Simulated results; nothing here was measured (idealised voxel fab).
Presented below is a process module, voxel gate over fins.
For reference, the cross-section in this document is cut, with width 245 nm and square cells of 5 nm.
Reading order for cross-sections: top band down to bottom band. Underlying form: a grid of square cells. Band size: one or more rows of cells.
This entry defines a band. It first specifies the height of the band's top and the height of its bottom in nm, and then specifies the band's materials from left to right, stating each material with its width in nm. The word "everywhere" identifies a single material that fills the band from edge to edge, while the word "air" identifies empty space.
It should be noted that heights are counted from 0, beneath which the wafer as supplied is of one material throughout, and that the lowest band possesses no lower boundary but continues downward, as written in "0 -> down".
You'd read "30->40" like this: the band's top row of cells is as wide as the first number, its bottom row is as wide as the second, and going down, every row changes width by the same amount as the row before did.
Where the words "nothing changed" appear for a step, the cross-section shows no cell changed by that step; every cell remained as before.
Under "Enclosed internal voids" you'll find the enclosed gaps, the ones with no way out to the top, that are 8 cells or bigger; each reads width x height at distance, with distance counted from the left edge, everything in nm.
Whatever follows a step's settings on its line is a remark the simulator itself makes about that step.
A step line may carry the setting "overlay nm", which, for steps involving a mask, states the distance by which the mask lay to the right of its intended position; negative values denote displacement to the left.

## Planned process steps
- 1: RECEIVE,material Si
- 2: CONFORMAL_DEP,material SiN,thk nm 5
- 3: PATTERN,tone cover,mask id FINS,material resist,width nm 15,pitch nm 35,thk nm 15,overlay nm 0
- 4: DIRECTIONAL_ETCH,etch materials SiN,depth nm 5
- 5: DIRECTIONAL_ETCH,etch materials Si,depth nm 40
- 6: STRIP,etch materials resist
- 7: FILL_DEP,material SiO2,thk nm 10
- 8: CMP,height nm 5
- 9: SELECTIVE_ETCH,etch materials SiO2,depth nm 15
- 10: STRIP,etch materials SiN
- 11: CONFORMAL_DEP,material HfO2,thk nm 5
- 12: CONFORMAL_DEP,material TiN,thk nm 5
- 13: FILL_DEP,material W,thk nm 15
- 14: CMP,height nm 20
- 15: CONFORMAL_DEP,material SiCN,thk nm 5

## As-received state of the wafer in cross-section, equivalent to post-step 1
  0 -> down | Si everywhere
  Enclosed internal voids: none

## Figure: cross-sectional view of the wafer upon completion of the module, processed from the initial state and according to the plan depicted above, with one error introduced during execution
  25 -> 20 | SiCN everywhere
  20 -> 10 | 40 W, 160 TiN, 45 W
  10 -> 5 | TiN everywhere
  5 -> 0 | 55 TiN, 25 HfO2, 10 TiN, 25 HfO2, 10 TiN, 25 HfO2, 10 TiN, 25 HfO2, 60 TiN
  0 -> -5 | 55 TiN, 5 HfO2, 15 Si, 5 HfO2, 10 TiN, 5 HfO2, 15 Si, 5 HfO2, 10 TiN, 5 HfO2, 15 Si, 5 HfO2, 10 TiN, 5 HfO2, 15 Si, 5 HfO2, 60 TiN
  -5 -> -10 | 60 HfO2, 15 Si, 20 HfO2, 15 Si, 20 HfO2, 15 Si, 20 HfO2, 15 Si, 65 HfO2
  -10 -> -40 | 60 SiO2, 15 Si, 20 SiO2, 15 Si, 20 SiO2, 15 Si, 20 SiO2, 15 Si, 65 SiO2
  -40 -> down | Si everywhere
  Enclosed internal voids: none
Where did the run depart from the plan? it should be noted that step 12 was executed with settings other than those planned, the operation and settings actually applied being CONFORMAL_DEP,material TiN,thk nm 15
